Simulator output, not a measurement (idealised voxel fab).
process module | voxel spacer lines
cross-section cut | 265 nm wide | cells 5 nm
A cross-section is a grid of square cells, given in bands from the top down. A band is one or more rows of cells.
Each band's line starts with the height of the band's top and of its bottom, in nm. Then come its materials from left to right, each with its width in nm. One material with "throughout" fills the band from edge to edge. "air" is empty space.
Height 0 is the level under which the wafer as received is all one material. The lowest band goes on downwards, as in "0 down".
A width such as "30 to 40" changes by the same amount from each row of cells to the next, from the band's top row to its bottom row.
"no change" after a step means that no cell of the cross-section changed.
closed voids: empty space of 8 cells or more with no open way to the top, each as width x height at its distance from the left edge, in nm
after a step's settings: what the simulator itself notes on the step
overlay nm, on a step with a mask: how far to the right of its planned place the mask lay; to the left if negative
plan
1 op RECEIVE | material Si
2 op CONFORMAL_DEP | material Al2O3 | thk nm 5
3 op DIRECTIONAL_DEP | material W | thk nm 20
4 op DIRECTIONAL_DEP | material polySi | thk nm 25
5 op PATTERN | tone cover | mask id MANDREL | material resist | width nm 25 | pitch nm 80 | thk nm 30 | overlay nm 0
6 op DIRECTIONAL_ETCH | etch materials polySi | depth nm 25
7 op STRIP | etch materials resist
8 op CONFORMAL_DEP | material SiN | thk nm 15
9 op DIRECTIONAL_ETCH | etch materials SiN | depth nm 15
10 op STRIP | etch materials polySi
11 op DIRECTIONAL_ETCH | etch materials W | depth nm 20
12 op STRIP | etch materials SiN
13 op FILL_DEP | material SiO2 | thk nm 5
14 op CMP | height nm 25
first wafer, as planned
as received, after step 1
  0 down: Si throughout
  closed voids: none
after step 2
  5 to 0: Al2O3 throughout
  below 0: unchanged
after step 3
  25 to 5: W throughout
  below 5: unchanged
after step 4
  50 to 25: polySi throughout
  below 25: unchanged
after step 5
  80 to 50: air 40 | resist 25 | air 55 | resist 25 | air 55 | resist 25 | air 40
  below 50: unchanged
after step 6
  80 to 50: air 40 | resist 25 | air 55 | resist 25 | air 55 | resist 25 | air 40
  50 to 25: air 40 | polySi 25 | air 55 | polySi 25 | air 55 | polySi 25 | air 40
  below 25: unchanged
after step 7
  50 to 25: air 40 | polySi 25 | air 55 | polySi 25 | air 55 | polySi 25 | air 40
  below 25: unchanged
after step 8
  65 to 50: air 25 | SiN 55 | air 25 | SiN 55 | air 25 | SiN 55 | air 25
  50 to 40: air 25 | SiN 15 | polySi 25 | SiN 15 | air 25 | SiN 15 | polySi 25 | SiN 15 | air 25 | SiN 15 | polySi 25 | SiN 15 | air 25
  40 to 25: SiN 40 | polySi 25 | SiN 55 | polySi 25 | SiN 55 | polySi 25 | SiN 40
  below 25: unchanged
after step 9
  50 to 25: air 25 | SiN 15 | polySi 25 | SiN 15 | air 25 | SiN 15 | polySi 25 | SiN 15 | air 25 | SiN 15 | polySi 25 | SiN 15 | air 25
  below 25: unchanged
after step 10
  50 to 25: air 25 | SiN 15 | air 25 | SiN 15 | air 25 | SiN 15 | air 25 | SiN 15 | air 25 | SiN 15 | air 25 | SiN 15 | air 25
  below 25: unchanged
after step 11
  50 to 25: air 25 | SiN 15 | air 25 | SiN 15 | air 25 | SiN 15 | air 25 | SiN 15 | air 25 | SiN 15 | air 25 | SiN 15 | air 25
  25 to 5: air 25 | W 15 | air 25 | W 15 | air 25 | W 15 | air 25 | W 15 | air 25 | W 15 | air 25 | W 15 | air 25
  below 5: unchanged
after step 12
  25 to 5: air 25 | W 15 | air 25 | W 15 | air 25 | W 15 | air 25 | W 15 | air 25 | W 15 | air 25 | W 15 | air 25
  below 5: unchanged
after step 13
  30 to 25: SiO2 throughout
  25 to 5: SiO2 25 | W 15 | SiO2 25 | W 15 | SiO2 25 | W 15 | SiO2 25 | W 15 | SiO2 25 | W 15 | SiO2 25 | W 15 | SiO2 25
  below 5: unchanged
after step 14
  25 to 5: SiO2 25 | W 15 | SiO2 25 | W 15 | SiO2 25 | W 15 | SiO2 25 | W 15 | SiO2 25 | W 15 | SiO2 25 | W 15 | SiO2 25
  below 5: unchanged
second wafer: like start, like plan, one mistake. Through step 1 it matches the first wafer
when step 2 should have ended
  20 to 0: W throughout
  below 0: unchanged
when step 3 should have ended
  25 to 20: Al2O3 throughout
  below 20: unchanged
when step 4 should have ended
  50 to 25: polySi throughout
  below 25: unchanged
when step 5 should have ended
  80 to 50: air 40 | resist 25 | air 55 | resist 25 | air 55 | resist 25 | air 40
  below 50: unchanged
when step 6 should have ended
  80 to 50: air 40 | resist 25 | air 55 | resist 25 | air 55 | resist 25 | air 40
  50 to 25: air 40 | polySi 25 | air 55 | polySi 25 | air 55 | polySi 25 | air 40
  below 25: unchanged
when step 7 should have ended
  50 to 25: air 40 | polySi 25 | air 55 | polySi 25 | air 55 | polySi 25 | air 40
  below 25: unchanged
when step 8 should have ended
  65 to 50: air 25 | SiN 55 | air 25 | SiN 55 | air 25 | SiN 55 | air 25
  50 to 40: air 25 | SiN 15 | polySi 25 | SiN 15 | air 25 | SiN 15 | polySi 25 | SiN 15 | air 25 | SiN 15 | polySi 25 | SiN 15 | air 25
  40 to 25: SiN 40 | polySi 25 | SiN 55 | polySi 25 | SiN 55 | polySi 25 | SiN 40
  below 25: unchanged
when step 9 should have ended
  50 to 25: air 25 | SiN 15 | polySi 25 | SiN 15 | air 25 | SiN 15 | polySi 25 | SiN 15 | air 25 | SiN 15 | polySi 25 | SiN 15 | air 25
  below 25: unchanged
when step 10 should have ended
  50 to 25: air 25 | SiN 15 | air 25 | SiN 15 | air 25 | SiN 15 | air 25 | SiN 15 | air 25 | SiN 15 | air 25 | SiN 15 | air 25
  below 25: unchanged
when step 11 should have ended: no change
when step 12 should have ended
  25 to 20: Al2O3 throughout
  below 20: unchanged
when step 13 should have ended
  30 to 25: SiO2 throughout
  below 25: unchanged
when step 14 should have ended
  25 to 20: Al2O3 throughout
  below 20: unchanged
what went wrong: steps 2 and 3 were swapped
at the end the second wafer has, in cells: 140 fewer of SiO2 | 140 more of W
